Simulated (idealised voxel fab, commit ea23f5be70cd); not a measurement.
This is a process module. Its name is voxel self aligned vias.
Displayed cross-section: cut, width of 225 nm, square cells sized 5 nm.
How to read a cross-section here: the picture is a grid of square cells, written as bands going from the top down, and any band can span one or more rows of cells. Read a band's entry like this: the first values are the height of its top and the height of its bottom in nm, and what follows is the sequence of materials from left to right, each with its width in nm. Note that "air" is empty space, and that a single material marked "everywhere" reaches across the band from edge to edge. Height datum 0, below which the as-received substrate wafer is one material. Lowest band open at the bottom, running downward: "from 0 down". You'd read "30 to 40" like this: the band's top row of cells is as wide as the first number, its bottom row is as wide as the second, and going down, every row changes width by the same amount as the row before did. No cell of the cross-section changed in a step that is given as "nothing was modified". Empty spaces counting at least 8 cells and having no open way to the top are listed in "Enclosed void list". The notation width x height at distance is used for each, the distance being from the left edge and all three values in nm. That trailing text on a step's line, after the settings, is the simulator's own remark on the step. The setting "overlay nm" may be written on the line of a step. When the step uses a mask, the value reports how far to the right of the planned place the mask lay, and a negative value reports that it lay to the left.
**These are the steps we planned for the process**
1) RECEIVE, material Si
2) CONFORMAL_DEP, material SiO2, thk nm 10
3) CONFORMAL_DEP, material SiCN, thk nm 5
4) DIRECTIONAL_DEP, material lowk, thk nm 20
5) MASKED_ETCH, tone open, mask id LINES, width nm 30, pitch nm 70, etch materials lowk, depth nm 20, overlay nm 0
6) CONFORMAL_DEP, material TiN, thk nm 5
7) FILL_DEP, material W, thk nm 5
8) CMP, height nm 35
9) SELECTIVE_ETCH, etch materials W Ru TiN, depth nm 5
10) FILL_DEP, material SiN, thk nm 10
11) CMP, height nm 35
12) DIRECTIONAL_DEP, material lowk, thk nm 15
13) DIRECTIONAL_DEP, material aC, thk nm 15
14) PATTERN, tone open, mask id VIAS, material resist, width nm 40, pitch nm 70, thk nm 35, overlay nm 0
15) DIRECTIONAL_ETCH, etch materials aC, depth nm 15
16) STRIP, etch materials resist
17) DIRECTIONAL_ETCH, etch materials lowk, depth nm 15
18) DIRECTIONAL_ETCH, etch materials SiN, depth nm 5
19) STRIP, etch materials aC
20) CONFORMAL_DEP, material TiN, thk nm 5
21) FILL_DEP, material Ru, thk nm 10
22) CMP, height nm 50
23) CONFORMAL_DEP, material SiN, thk nm 5
**First out of two wafers; run went to plan**
**The cross-section here shows the wafer as received, i.e. in its state after step 1**
  from 0 down  Si everywhere
  Enclosed void list: none
**Upon completion of step 2, the wafer appears in cross-section as shown**
  from 10 to 0  SiO2 everywhere
  Everything below 0 is unchanged.
**Upon completion of step 3, the wafer appears in cross-section as shown**
  from 15 to 10  SiCN everywhere
  Everything below 10 is unchanged.
**Upon completion of step 4, the wafer appears in cross-section as shown**
  from 35 to 15  lowk everywhere
  Everything below 15 is unchanged.
**Upon completion of step 5, the wafer appears in cross-section as shown**
  from 35 to 15  lowk 25 nm / air 30 nm / lowk 40 nm / air 30 nm / lowk 40 nm / air 30 nm / lowk 30 nm
  Everything below 15 is unchanged.
**Upon completion of step 6, the wafer appears in cross-section as shown**
  from 40 to 35  TiN 30 nm / air 20 nm / TiN 50 nm / air 20 nm / TiN 50 nm / air 20 nm / TiN 35 nm
  from 35 to 20  lowk 25 nm / TiN 5 nm / air 20 nm / TiN 5 nm / lowk 40 nm / TiN 5 nm / air 20 nm / TiN 5 nm / lowk 40 nm / TiN 5 nm / air 20 nm / TiN 5 nm / lowk 30 nm
  from 20 to 15  lowk 25 nm / TiN 30 nm / lowk 40 nm / TiN 30 nm / lowk 40 nm / TiN 30 nm / lowk 30 nm
  Everything below 15 is unchanged.
**Upon completion of step 7, the wafer appears in cross-section as shown**
  from 45 to 40  W everywhere
  from 40 to 35  TiN 30 nm / W 20 nm / TiN 50 nm / W 20 nm / TiN 50 nm / W 20 nm / TiN 35 nm
  from 35 to 20  lowk 25 nm / TiN 5 nm / W 20 nm / TiN 5 nm / lowk 40 nm / TiN 5 nm / W 20 nm / TiN 5 nm / lowk 40 nm / TiN 5 nm / W 20 nm / TiN 5 nm / lowk 30 nm
  Everything below 20 is unchanged.
**Upon completion of step 8, the wafer appears in cross-section as shown**
  from 35 to 20  lowk 25 nm / TiN 5 nm / W 20 nm / TiN 5 nm / lowk 40 nm / TiN 5 nm / W 20 nm / TiN 5 nm / lowk 40 nm / TiN 5 nm / W 20 nm / TiN 5 nm / lowk 30 nm
  Everything below 20 is unchanged.
**Upon completion of step 9, the wafer appears in cross-section as shown**
  from 35 to 30  lowk 25 nm / air 30 nm / lowk 40 nm / air 30 nm / lowk 40 nm / air 30 nm / lowk 30 nm
  Everything below 30 is unchanged.
**Upon completion of step 10, the wafer appears in cross-section as shown**
  from 45 to 35  SiN everywhere
  from 35 to 30  lowk 25 nm / SiN 30 nm / lowk 40 nm / SiN 30 nm / lowk 40 nm / SiN 30 nm / lowk 30 nm
  Everything below 30 is unchanged.
**Upon completion of step 11, the wafer appears in cross-section as shown**
  from 35 to 30  lowk 25 nm / SiN 30 nm / lowk 40 nm / SiN 30 nm / lowk 40 nm / SiN 30 nm / lowk 30 nm
  Everything below 30 is unchanged.
**Upon completion of step 12, the wafer appears in cross-section as shown**
  from 50 to 35  lowk everywhere
  Everything below 35 is unchanged.
**Upon completion of step 13, the wafer appears in cross-section as shown**
  from 65 to 50  aC everywhere
  Everything below 50 is unchanged.
**Upon completion of step 14, the wafer appears in cross-section as shown**
  from 100 to 65  resist 20 nm / air 40 nm / resist 30 nm / air 40 nm / resist 30 nm / air 40 nm / resist 25 nm
  Everything below 65 is unchanged.
**Upon completion of step 15, the wafer appears in cross-section as shown**
  from 85 to 65  resist 20 nm / air 40 nm / resist 30 nm / air 40 nm / resist 30 nm / air 40 nm / resist 25 nm
  from 65 to 50  aC 20 nm / air 40 nm / aC 30 nm / air 40 nm / aC 30 nm / air 40 nm / aC 25 nm
  Everything below 50 is unchanged.
**Upon completion of step 16, the wafer appears in cross-section as shown**
  from 65 to 50  aC 20 nm / air 40 nm / aC 30 nm / air 40 nm / aC 30 nm / air 40 nm / aC 25 nm
  Everything below 50 is unchanged.
**Upon completion of step 17, the wafer appears in cross-section as shown**
  from 65 to 50  aC 20 nm / air 40 nm / aC 30 nm / air 40 nm / aC 30 nm / air 40 nm / aC 25 nm
  from 50 to 35  lowk 20 nm / air 40 nm / lowk 30 nm / air 40 nm / lowk 30 nm / air 40 nm / lowk 25 nm
  Everything below 35 is unchanged.
**Upon completion of step 18, the wafer appears in cross-section as shown**
  from 65 to 50  aC 20 nm / air 40 nm / aC 30 nm / air 40 nm / aC 30 nm / air 40 nm / aC 25 nm
  from 50 to 35  lowk 20 nm / air 40 nm / lowk 30 nm / air 40 nm / lowk 30 nm / air 40 nm / lowk 25 nm
  from 35 to 30  lowk 25 nm / air 30 nm / lowk 40 nm / air 30 nm / lowk 40 nm / air 30 nm / lowk 30 nm
  Everything below 30 is unchanged.
**Upon completion of step 19, the wafer appears in cross-section as shown**
  from 50 to 35  lowk 20 nm / air 40 nm / lowk 30 nm / air 40 nm / lowk 30 nm / air 40 nm / lowk 25 nm
  Everything below 35 is unchanged.
**Upon completion of step 20, the wafer appears in cross-section as shown**
  from 55 to 50  TiN 25 nm / air 30 nm / TiN 40 nm / air 30 nm / TiN 40 nm / air 30 nm / TiN 30 nm
  from 50 to 40  lowk 20 nm / TiN 5 nm / air 30 nm / TiN 5 nm / lowk 30 nm / TiN 5 nm / air 30 nm / TiN 5 nm / lowk 30 nm / TiN 5 nm / air 30 nm / TiN 5 nm / lowk 25 nm
  from 40 to 35  lowk 20 nm / TiN 10 nm / air 20 nm / TiN 10 nm / lowk 30 nm / TiN 10 nm / air 20 nm / TiN 10 nm / lowk 30 nm / TiN 10 nm / air 20 nm / TiN 10 nm / lowk 25 nm
  from 35 to 30  lowk 25 nm / TiN 30 nm / lowk 40 nm / TiN 30 nm / lowk 40 nm / TiN 30 nm / lowk 30 nm
  Everything below 30 is unchanged.
**Upon completion of step 21, the wafer appears in cross-section as shown**
  from 65 to 55  Ru everywhere
  from 55 to 50  TiN 25 nm / Ru 30 nm / TiN 40 nm / Ru 30 nm / TiN 40 nm / Ru 30 nm / TiN 30 nm
  from 50 to 40  lowk 20 nm / TiN 5 nm / Ru 30 nm / TiN 5 nm / lowk 30 nm / TiN 5 nm / Ru 30 nm / TiN 5 nm / lowk 30 nm / TiN 5 nm / Ru 30 nm / TiN 5 nm / lowk 25 nm
  from 40 to 35  lowk 20 nm / TiN 10 nm / Ru 20 nm / TiN 10 nm / lowk 30 nm / TiN 10 nm / Ru 20 nm / TiN 10 nm / lowk 30 nm / TiN 10 nm / Ru 20 nm / TiN 10 nm / lowk 25 nm
  Everything below 35 is unchanged.
**Upon completion of step 22, the wafer appears in cross-section as shown**
  from 50 to 40  lowk 20 nm / TiN 5 nm / Ru 30 nm / TiN 5 nm / lowk 30 nm / TiN 5 nm / Ru 30 nm / TiN 5 nm / lowk 30 nm / TiN 5 nm / Ru 30 nm / TiN 5 nm / lowk 25 nm
  Everything below 40 is unchanged.
**Upon completion of step 23, the wafer appears in cross-section as shown**
  from 55 to 50  SiN everywhere
  Everything below 50 is unchanged.
**It is to be noted that the second wafer proceeded from the same initial state and according to the same plan as the first, although one mistake was committed in its execution; through step 4, inclusive, the two wafers share an identical history**
**Second wafer, cross-section, planned end of step 5**
  from 35 to 15  air 25 nm / lowk 30 nm / air 40 nm / lowk 30 nm / air 40 nm / lowk 30 nm / air 30 nm
  Everything below 15 is unchanged.
**Second wafer, cross-section, planned end of step 6**
  from 40 to 35  air 20 nm / TiN 40 nm / air 30 nm / TiN 40 nm / air 30 nm / TiN 40 nm / air 25 nm
  from 35 to 20  air 20 nm / TiN 5 nm / lowk 30 nm / TiN 5 nm / air 30 nm / TiN 5 nm / lowk 30 nm / TiN 5 nm / air 30 nm / TiN 5 nm / lowk 30 nm / TiN 5 nm / air 25 nm
  from 20 to 15  TiN 25 nm / lowk 30 nm / TiN 40 nm / lowk 30 nm / TiN 40 nm / lowk 30 nm / TiN 30 nm
  Everything below 15 is unchanged.
**Second wafer, cross-section, planned end of step 7**
  from 45 to 40  W everywhere
  from 40 to 35  W 20 nm / TiN 40 nm / W 30 nm / TiN 40 nm / W 30 nm / TiN 40 nm / W 25 nm
  from 35 to 20  W 20 nm / TiN 5 nm / lowk 30 nm / TiN 5 nm / W 30 nm / TiN 5 nm / lowk 30 nm / TiN 5 nm / W 30 nm / TiN 5 nm / lowk 30 nm / TiN 5 nm / W 25 nm
  Everything below 20 is unchanged.
**Second wafer, cross-section, planned end of step 8**
  from 35 to 20  W 20 nm / TiN 5 nm / lowk 30 nm / TiN 5 nm / W 30 nm / TiN 5 nm / lowk 30 nm / TiN 5 nm / W 30 nm / TiN 5 nm / lowk 30 nm / TiN 5 nm / W 25 nm
  Everything below 20 is unchanged.
**Second wafer, cross-section, planned end of step 9**
  from 35 to 30  air 25 nm / lowk 30 nm / air 40 nm / lowk 30 nm / air 40 nm / lowk 30 nm / air 30 nm
  Everything below 30 is unchanged.
**Second wafer, cross-section, planned end of step 10**
  from 45 to 35  SiN everywhere
  from 35 to 30  SiN 25 nm / lowk 30 nm / SiN 40 nm / lowk 30 nm / SiN 40 nm / lowk 30 nm / SiN 30 nm
  Everything below 30 is unchanged.
**Second wafer, cross-section, planned end of step 11**
  from 35 to 30  SiN 25 nm / lowk 30 nm / SiN 40 nm / lowk 30 nm / SiN 40 nm / lowk 30 nm / SiN 30 nm
  Everything below 30 is unchanged.
**Second wafer, cross-section, planned end of step 12**
  from 50 to 35  lowk everywhere
  Everything below 35 is unchanged.
**Second wafer, cross-section, planned end of step 13**
  from 65 to 50  aC everywhere
  Everything below 50 is unchanged.
**Second wafer, cross-section, planned end of step 14**
  from 100 to 65  resist 20 nm / air 40 nm / resist 30 nm / air 40 nm / resist 30 nm / air 40 nm / resist 25 nm
  Everything below 65 is unchanged.
**Second wafer, cross-section, planned end of step 15**
  from 85 to 65  resist 20 nm / air 40 nm / resist 30 nm / air 40 nm / resist 30 nm / air 40 nm / resist 25 nm
  from 65 to 50  aC 20 nm / air 40 nm / aC 30 nm / air 40 nm / aC 30 nm / air 40 nm / aC 25 nm
  Everything below 50 is unchanged.
**Second wafer, cross-section, planned end of step 16**
  from 65 to 50  aC 20 nm / air 40 nm / aC 30 nm / air 40 nm / aC 30 nm / air 40 nm / aC 25 nm
  Everything below 50 is unchanged.
**Second wafer, cross-section, planned end of step 17**
  from 65 to 50  aC 20 nm / air 40 nm / aC 30 nm / air 40 nm / aC 30 nm / air 40 nm / aC 25 nm
  from 50 to 35  lowk 20 nm / air 40 nm / lowk 30 nm / air 40 nm / lowk 30 nm / air 40 nm / lowk 25 nm
  Everything below 35 is unchanged.
**Second wafer, cross-section, planned end of step 18**
  from 65 to 50  aC 20 nm / air 40 nm / aC 30 nm / air 40 nm / aC 30 nm / air 40 nm / aC 25 nm
  from 50 to 35  lowk 20 nm / air 40 nm / lowk 30 nm / air 40 nm / lowk 30 nm / air 40 nm / lowk 25 nm
  from 35 to 30  SiN 20 nm / air 5 nm / lowk 30 nm / air 5 nm / SiN 30 nm / air 5 nm / lowk 30 nm / air 5 nm / SiN 30 nm / air 5 nm / lowk 30 nm / air 5 nm / SiN 25 nm
  Everything below 30 is unchanged.
**Second wafer, cross-section, planned end of step 19**
  from 50 to 35  lowk 20 nm / air 40 nm / lowk 30 nm / air 40 nm / lowk 30 nm / air 40 nm / lowk 25 nm
  Everything below 35 is unchanged.
**Second wafer, cross-section, planned end of step 20**
  from 55 to 50  TiN 25 nm / air 30 nm / TiN 40 nm / air 30 nm / TiN 40 nm / air 30 nm / TiN 30 nm
  from 50 to 40  lowk 20 nm / TiN 5 nm / air 30 nm / TiN 5 nm / lowk 30 nm / TiN 5 nm / air 30 nm / TiN 5 nm / lowk 30 nm / TiN 5 nm / air 30 nm / TiN 5 nm / lowk 25 nm
  from 40 to 35  lowk 20 nm / TiN 40 nm / lowk 30 nm / TiN 40 nm / lowk 30 nm / TiN 40 nm / lowk 25 nm
  from 35 to 30  SiN 20 nm / TiN 5 nm / lowk 30 nm / TiN 5 nm / SiN 30 nm / TiN 5 nm / lowk 30 nm / TiN 5 nm / SiN 30 nm / TiN 5 nm / lowk 30 nm / TiN 5 nm / SiN 25 nm
  Everything below 30 is unchanged.
**Second wafer, cross-section, planned end of step 21**
  from 65 to 55  Ru everywhere
  from 55 to 50  TiN 25 nm / Ru 30 nm / TiN 40 nm / Ru 30 nm / TiN 40 nm / Ru 30 nm / TiN 30 nm
  from 50 to 40  lowk 20 nm / TiN 5 nm / Ru 30 nm / TiN 5 nm / lowk 30 nm / TiN 5 nm / Ru 30 nm / TiN 5 nm / lowk 30 nm / TiN 5 nm / Ru 30 nm / TiN 5 nm / lowk 25 nm
  Everything below 40 is unchanged.
**Second wafer, cross-section, planned end of step 22**
  from 50 to 40  lowk 20 nm / TiN 5 nm / Ru 30 nm / TiN 5 nm / lowk 30 nm / TiN 5 nm / Ru 30 nm / TiN 5 nm / lowk 30 nm / TiN 5 nm / Ru 30 nm / TiN 5 nm / lowk 25 nm
  Everything below 40 is unchanged.
**Second wafer, cross-section, planned end of step 23**
  from 55 to 50  SiN everywhere
  Everything below 50 is unchanged.
Misprocessing identified: step 5 ran as: MASKED_ETCH, tone cover, mask id LINES, width nm 30, pitch nm 70, etch materials lowk, depth nm 20, overlay nm 0
at the end the second wafer has, in cells: Ru -12 | SiN +21 | TiN +9 | W +18 | lowk -36
